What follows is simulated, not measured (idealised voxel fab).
process module | voxel capacitor over wiring
cross-section cut | 245 nm wide | cells 5 nm
A cross-section is a grid of square cells, given in bands from the top down. A band is one or more rows of cells.
Each band's line starts with the height of the band's top and of its bottom, in nm. Then come its materials from left to right, each with its width in nm. One material with "throughout" fills the band from edge to edge. "air" is empty space.
Height 0 is the level under which the wafer as received is all one material. The lowest band goes on downwards, as in "0 down".
A width such as "30 to 40" changes by the same amount from each row of cells to the next, from the band's top row to its bottom row.
"no change" after a step means that no cell of the cross-section changed.
closed voids: empty space of 8 cells or more with no open way to the top, each as width x height at its distance from the left edge, in nm
after a step's settings: what the simulator itself notes on the step
overlay nm, on a step with a mask: how far to the right of its planned place the mask lay; to the left if negative
plan
1 op RECEIVE | material Si
2 op CONFORMAL_DEP | material SiO2 | thk nm 15
3 op CONFORMAL_DEP | material SiCN | thk nm 5
4 op DIRECTIONAL_DEP | material SiO2 | thk nm 25
5 op DIRECTIONAL_DEP | material aC | thk nm 15
6 op PATTERN | tone open | mask id METAL_1 | material resist | width nm 25 | pitch nm 80 | thk nm 30 | overlay nm 0
7 op DIRECTIONAL_ETCH | etch materials aC | depth nm 15
8 op STRIP | etch materials resist
9 op DIRECTIONAL_ETCH | etch materials SiO2 | depth nm 25
10 op DIRECTIONAL_ETCH | etch materials SiCN | depth nm 5
11 op STRIP | etch materials aC
12 op CONFORMAL_DEP | material TiN | thk nm 5
13 op FILL_DEP | material Cu | thk nm 5
14 op CMP | height nm 45
15 op CONFORMAL_DEP | material SiCN | thk nm 5
16 op DIRECTIONAL_DEP | material SiO2 | thk nm 10
17 op DIRECTIONAL_DEP | material aC | thk nm 10
18 op PATTERN | tone open | mask id PLUG_1 | material resist | width nm 15 | thk nm 25 | overlay nm 0
19 op DIRECTIONAL_ETCH | etch materials aC | depth nm 10
20 op STRIP | etch materials resist
21 op DIRECTIONAL_ETCH | etch materials SiO2 | depth nm 10
22 op DIRECTIONAL_ETCH | etch materials SiCN | depth nm 5
23 op STRIP | etch materials aC
24 op CONFORMAL_DEP | material TiN | thk nm 5
25 op FILL_DEP | material Ru | thk nm 5
26 op CMP | height nm 60
27 op DIRECTIONAL_DEP | material TiN | thk nm 10
28 op DIRECTIONAL_DEP | material HfO2 | thk nm 5
29 op DIRECTIONAL_DEP | material TiN | thk nm 5
30 op DIRECTIONAL_DEP | material aC | thk nm 15
31 op PATTERN | tone cover | mask id UPPER_PLATE | material resist | width nm 60 | thk nm 30 | overlay nm 0
32 op DIRECTIONAL_ETCH | etch materials aC | depth nm 15
33 op STRIP | etch materials resist
34 op DIRECTIONAL_ETCH | etch materials TiN | depth nm 5
35 op DIRECTIONAL_ETCH | etch materials HfO2 | depth nm 5
36 op STRIP | etch materials aC
37 op PATTERN | tone cover | mask id LOWER_PLATE | material resist | width nm 70 | thk nm 20 | overlay nm 0
38 op DIRECTIONAL_ETCH | etch materials TiN | depth nm 10
39 op STRIP | etch materials resist
40 op FILL_DEP | material SiO2 | thk nm 20
41 op CMP | height nm 95
42 op PATTERN | tone open | mask id PLUG_2 | material resist | width nm 15 | thk nm 20 | overlay nm 0
43 op DIRECTIONAL_ETCH | etch materials SiO2 | depth nm 15
44 op STRIP | etch materials resist
45 op CONFORMAL_DEP | material TiN | thk nm 5
46 op FILL_DEP | material Ru | thk nm 5
47 op CMP | height nm 95
48 op CONFORMAL_DEP | material SiCN | thk nm 5
first wafer, as planned
as received, after step 1
  0 down: Si throughout
  closed voids: none
after step 2
  15 to 0: SiO2 throughout
  below 0: unchanged
after step 3
  20 to 15: SiCN throughout
  below 15: unchanged
after step 4
  45 to 20: SiO2 throughout
  below 20: unchanged
after step 5
  60 to 45: aC throughout
  below 45: unchanged
after step 6
  90 to 60: resist 70 | air 25 | resist 55 | air 25 | resist 70
  below 60: unchanged
after step 7
  75 to 60: resist 70 | air 25 | resist 55 | air 25 | resist 70
  60 to 45: aC 70 | air 25 | aC 55 | air 25 | aC 70
  below 45: unchanged
after step 8
  60 to 45: aC 70 | air 25 | aC 55 | air 25 | aC 70
  below 45: unchanged
after step 9
  60 to 45: aC 70 | air 25 | aC 55 | air 25 | aC 70
  45 to 20: SiO2 70 | air 25 | SiO2 55 | air 25 | SiO2 70
  below 20: unchanged
after step 10
  60 to 45: aC 70 | air 25 | aC 55 | air 25 | aC 70
  45 to 20: SiO2 70 | air 25 | SiO2 55 | air 25 | SiO2 70
  20 to 15: SiCN 70 | air 25 | SiCN 55 | air 25 | SiCN 70
  below 15: unchanged
after step 11
  45 to 20: SiO2 70 | air 25 | SiO2 55 | air 25 | SiO2 70
  below 20: unchanged
after step 12
  50 to 45: TiN 75 | air 15 | TiN 65 | air 15 | TiN 75
  45 to 20: SiO2 70 | TiN 5 | air 15 | TiN 5 | SiO2 55 | TiN 5 | air 15 | TiN 5 | SiO2 70
  20 to 15: SiCN 70 | TiN 25 | SiCN 55 | TiN 25 | SiCN 70
  below 15: unchanged
after step 13
  55 to 50: Cu throughout
  50 to 45: TiN 75 | Cu 15 | TiN 65 | Cu 15 | TiN 75
  45 to 20: SiO2 70 | TiN 5 | Cu 15 | TiN 5 | SiO2 55 | TiN 5 | Cu 15 | TiN 5 | SiO2 70
  below 20: unchanged
after step 14
  45 to 20: SiO2 70 | TiN 5 | Cu 15 | TiN 5 | SiO2 55 | TiN 5 | Cu 15 | TiN 5 | SiO2 70
  below 20: unchanged
after step 15
  50 to 45: SiCN throughout
  below 45: unchanged
after step 16
  60 to 50: SiO2 throughout
  below 50: unchanged
after step 17
  70 to 60: aC throughout
  below 60: unchanged
after step 18
  95 to 70: resist 80 | air 15 | resist 150
  below 70: unchanged
after step 19
  85 to 70: resist 80 | air 15 | resist 150
  70 to 60: aC 80 | air 15 | aC 150
  below 60: unchanged
after step 20
  70 to 60: aC 80 | air 15 | aC 150
  below 60: unchanged
after step 21
  70 to 60: aC 80 | air 15 | aC 150
  60 to 50: SiO2 80 | air 15 | SiO2 150
  below 50: unchanged
after step 22
  70 to 60: aC 80 | air 15 | aC 150
  60 to 50: SiO2 80 | air 15 | SiO2 150
  50 to 45: SiCN 80 | air 15 | SiCN 150
  below 45: unchanged
after step 23
  60 to 50: SiO2 80 | air 15 | SiO2 150
  below 50: unchanged
after step 24
  65 to 60: TiN 85 | air 5 | TiN 155
  60 to 50: SiO2 80 | TiN 5 | air 5 | TiN 5 | SiO2 150
  50 to 45: SiCN 80 | TiN 15 | SiCN 150
  below 45: unchanged
after step 25
  70 to 65: Ru throughout
  65 to 60: TiN 85 | Ru 5 | TiN 155
  60 to 50: SiO2 80 | TiN 5 | Ru 5 | TiN 5 | SiO2 150
  below 50: unchanged
after step 26
  60 to 50: SiO2 80 | TiN 5 | Ru 5 | TiN 5 | SiO2 150
  below 50: unchanged
after step 27
  70 to 60: TiN throughout
  below 60: unchanged
after step 28
  75 to 70: HfO2 throughout
  below 70: unchanged
after step 29
  80 to 75: TiN throughout
  below 75: unchanged
after step 30
  95 to 80: aC throughout
  below 80: unchanged
after step 31
  125 to 95: air 80 | resist 60 | air 105
  below 95: unchanged
after step 32
  110 to 95: air 80 | resist 60 | air 105
  95 to 80: air 80 | aC 60 | air 105
  below 80: unchanged
after step 33
  95 to 80: air 80 | aC 60 | air 105
  below 80: unchanged
after step 34
  95 to 80: air 80 | aC 60 | air 105
  80 to 75: air 80 | TiN 60 | air 105
  below 75: unchanged
after step 35
  95 to 80: air 80 | aC 60 | air 105
  80 to 75: air 80 | TiN 60 | air 105
  75 to 70: air 80 | HfO2 60 | air 105
  below 70: unchanged
after step 36
  80 to 75: air 80 | TiN 60 | air 105
  below 75: unchanged
after step 37
  100 to 80: air 75 | resist 70 | air 100
  80 to 75: air 75 | resist 5 | TiN 60 | resist 5 | air 100
  75 to 70: air 75 | resist 5 | HfO2 60 | resist 5 | air 100
  below 70: unchanged
after step 38
  100 to 80: air 75 | resist 70 | air 100
  80 to 75: air 75 | resist 5 | TiN 60 | resist 5 | air 100
  75 to 70: air 75 | resist 5 | HfO2 60 | resist 5 | air 100
  70 to 60: air 75 | TiN 70 | air 100
  below 60: unchanged
after step 39
  80 to 75: air 80 | TiN 60 | air 105
  75 to 70: air 80 | HfO2 60 | air 105
  below 70: unchanged
after step 40
  100 to 80: SiO2 throughout
  80 to 75: SiO2 80 | TiN 60 | SiO2 105
  75 to 70: SiO2 80 | HfO2 60 | SiO2 105
  70 to 60: SiO2 75 | TiN 70 | SiO2 100
  below 60: unchanged
after step 41
  95 to 80: SiO2 throughout
  below 80: unchanged
after step 42
  115 to 95: resist 90 | air 15 | resist 140
  below 95: unchanged
after step 43
  115 to 95: resist 90 | air 15 | resist 140
  95 to 80: SiO2 90 | air 15 | SiO2 140
  below 80: unchanged
after step 44
  95 to 80: SiO2 90 | air 15 | SiO2 140
  below 80: unchanged
after step 45
  100 to 95: TiN 95 | air 5 | TiN 145
  95 to 85: SiO2 90 | TiN 5 | air 5 | TiN 5 | SiO2 140
  85 to 75: SiO2 90 to 80 | TiN 15 to 60 | SiO2 140 to 105
  below 75: unchanged
after step 46
  105 to 100: Ru throughout
  100 to 95: TiN 95 | Ru 5 | TiN 145
  95 to 85: SiO2 90 | TiN 5 | Ru 5 | TiN 5 | SiO2 140
  below 85: unchanged
after step 47
  95 to 85: SiO2 90 | TiN 5 | Ru 5 | TiN 5 | SiO2 140
  below 85: unchanged
after step 48
  100 to 95: SiCN throughout
  below 95: unchanged
second wafer: like start, like plan, one mistake. Through step 5 it matches the first wafer
when step 6 should have ended
  90 to 60: resist 65 | air 25 | resist 55 | air 25 | resist 75
  below 60: unchanged
when step 7 should have ended
  75 to 60: resist 65 | air 25 | resist 55 | air 25 | resist 75
  60 to 45: aC 65 | air 25 | aC 55 | air 25 | aC 75
  below 45: unchanged
when step 8 should have ended
  60 to 45: aC 65 | air 25 | aC 55 | air 25 | aC 75
  below 45: unchanged
when step 9 should have ended
  60 to 45: aC 65 | air 25 | aC 55 | air 25 | aC 75
  45 to 20: SiO2 65 | air 25 | SiO2 55 | air 25 | SiO2 75
  below 20: unchanged
when step 10 should have ended
  60 to 45: aC 65 | air 25 | aC 55 | air 25 | aC 75
  45 to 20: SiO2 65 | air 25 | SiO2 55 | air 25 | SiO2 75
  20 to 15: SiCN 65 | air 25 | SiCN 55 | air 25 | SiCN 75
  below 15: unchanged
when step 11 should have ended
  45 to 20: SiO2 65 | air 25 | SiO2 55 | air 25 | SiO2 75
  below 20: unchanged
when step 12 should have ended
  50 to 45: TiN 70 | air 15 | TiN 65 | air 15 | TiN 80
  45 to 20: SiO2 65 | TiN 5 | air 15 | TiN 5 | SiO2 55 | TiN 5 | air 15 | TiN 5 | SiO2 75
  20 to 15: SiCN 65 | TiN 25 | SiCN 55 | TiN 25 | SiCN 75
  below 15: unchanged
when step 13 should have ended
  55 to 50: Cu throughout
  50 to 45: TiN 70 | Cu 15 | TiN 65 | Cu 15 | TiN 80
  45 to 20: SiO2 65 | TiN 5 | Cu 15 | TiN 5 | SiO2 55 | TiN 5 | Cu 15 | TiN 5 | SiO2 75
  below 20: unchanged
when step 14 should have ended
  45 to 20: SiO2 65 | TiN 5 | Cu 15 | TiN 5 | SiO2 55 | TiN 5 | Cu 15 | TiN 5 | SiO2 75
  below 20: unchanged
when step 15 should have ended
  50 to 45: SiCN throughout
  below 45: unchanged
when step 16 should have ended
  60 to 50: SiO2 throughout
  below 50: unchanged
when step 17 should have ended
  70 to 60: aC throughout
  below 60: unchanged
when step 18 should have ended
  95 to 70: resist 80 | air 15 | resist 150
  below 70: unchanged
when step 19 should have ended
  85 to 70: resist 80 | air 15 | resist 150
  70 to 60: aC 80 | air 15 | aC 150
  below 60: unchanged
when step 20 should have ended
  70 to 60: aC 80 | air 15 | aC 150
  below 60: unchanged
when step 21 should have ended
  70 to 60: aC 80 | air 15 | aC 150
  60 to 50: SiO2 80 | air 15 | SiO2 150
  below 50: unchanged
when step 22 should have ended
  70 to 60: aC 80 | air 15 | aC 150
  60 to 50: SiO2 80 | air 15 | SiO2 150
  50 to 45: SiCN 80 | air 15 | SiCN 150
  below 45: unchanged
when step 23 should have ended
  60 to 50: SiO2 80 | air 15 | SiO2 150
  below 50: unchanged
when step 24 should have ended
  65 to 60: TiN 85 | air 5 | TiN 155
  60 to 50: SiO2 80 | TiN 5 | air 5 | TiN 5 | SiO2 150
  50 to 45: SiCN 80 | TiN 15 | SiCN 150
  below 45: unchanged
when step 25 should have ended
  70 to 65: Ru throughout
  65 to 60: TiN 85 | Ru 5 | TiN 155
  60 to 50: SiO2 80 | TiN 5 | Ru 5 | TiN 5 | SiO2 150
  below 50: unchanged
when step 26 should have ended
  60 to 50: SiO2 80 | TiN 5 | Ru 5 | TiN 5 | SiO2 150
  below 50: unchanged
when step 27 should have ended
  70 to 60: TiN throughout
  below 60: unchanged
when step 28 should have ended
  75 to 70: HfO2 throughout
  below 70: unchanged
when step 29 should have ended
  80 to 75: TiN throughout
  below 75: unchanged
when step 30 should have ended
  95 to 80: aC throughout
  below 80: unchanged
when step 31 should have ended
  125 to 95: air 80 | resist 60 | air 105
  below 95: unchanged
when step 32 should have ended
  110 to 95: air 80 | resist 60 | air 105
  95 to 80: air 80 | aC 60 | air 105
  below 80: unchanged
when step 33 should have ended
  95 to 80: air 80 | aC 60 | air 105
  below 80: unchanged
when step 34 should have ended
  95 to 80: air 80 | aC 60 | air 105
  80 to 75: air 80 | TiN 60 | air 105
  below 75: unchanged
when step 35 should have ended
  95 to 80: air 80 | aC 60 | air 105
  80 to 75: air 80 | TiN 60 | air 105
  75 to 70: air 80 | HfO2 60 | air 105
  below 70: unchanged
when step 36 should have ended
  80 to 75: air 80 | TiN 60 | air 105
  below 75: unchanged
when step 37 should have ended
  100 to 80: air 75 | resist 70 | air 100
  80 to 75: air 75 | resist 5 | TiN 60 | resist 5 | air 100
  75 to 70: air 75 | resist 5 | HfO2 60 | resist 5 | air 100
  below 70: unchanged
when step 38 should have ended
  100 to 80: air 75 | resist 70 | air 100
  80 to 75: air 75 | resist 5 | TiN 60 | resist 5 | air 100
  75 to 70: air 75 | resist 5 | HfO2 60 | resist 5 | air 100
  70 to 60: air 75 | TiN 70 | air 100
  below 60: unchanged
when step 39 should have ended
  80 to 75: air 80 | TiN 60 | air 105
  75 to 70: air 80 | HfO2 60 | air 105
  below 70: unchanged
when step 40 should have ended
  100 to 80: SiO2 throughout
  80 to 75: SiO2 80 | TiN 60 | SiO2 105
  75 to 70: SiO2 80 | HfO2 60 | SiO2 105
  70 to 60: SiO2 75 | TiN 70 | SiO2 100
  below 60: unchanged
when step 41 should have ended
  95 to 80: SiO2 throughout
  below 80: unchanged
when step 42 should have ended
  115 to 95: resist 90 | air 15 | resist 140
  below 95: unchanged
when step 43 should have ended
  115 to 95: resist 90 | air 15 | resist 140
  95 to 80: SiO2 90 | air 15 | SiO2 140
  below 80: unchanged
when step 44 should have ended
  95 to 80: SiO2 90 | air 15 | SiO2 140
  below 80: unchanged
when step 45 should have ended
  100 to 95: TiN 95 | air 5 | TiN 145
  95 to 85: SiO2 90 | TiN 5 | air 5 | TiN 5 | SiO2 140
  85 to 75: SiO2 90 to 80 | TiN 15 to 60 | SiO2 140 to 105
  below 75: unchanged
when step 46 should have ended
  105 to 100: Ru throughout
  100 to 95: TiN 95 | Ru 5 | TiN 145
  95 to 85: SiO2 90 | TiN 5 | Ru 5 | TiN 5 | SiO2 140
  below 85: unchanged
when step 47 should have ended
  95 to 85: SiO2 90 | TiN 5 | Ru 5 | TiN 5 | SiO2 140
  below 85: unchanged
when step 48 should have ended
  100 to 95: SiCN throughout
  below 95: unchanged
what went wrong: step 6 ran as: op PATTERN | tone open | mask id METAL_1 | material resist | width nm 25 | pitch nm 80 | thk nm 30 | overlay nm -5
at the end the second wafer has, in cells: as many of each material as the first, in other places
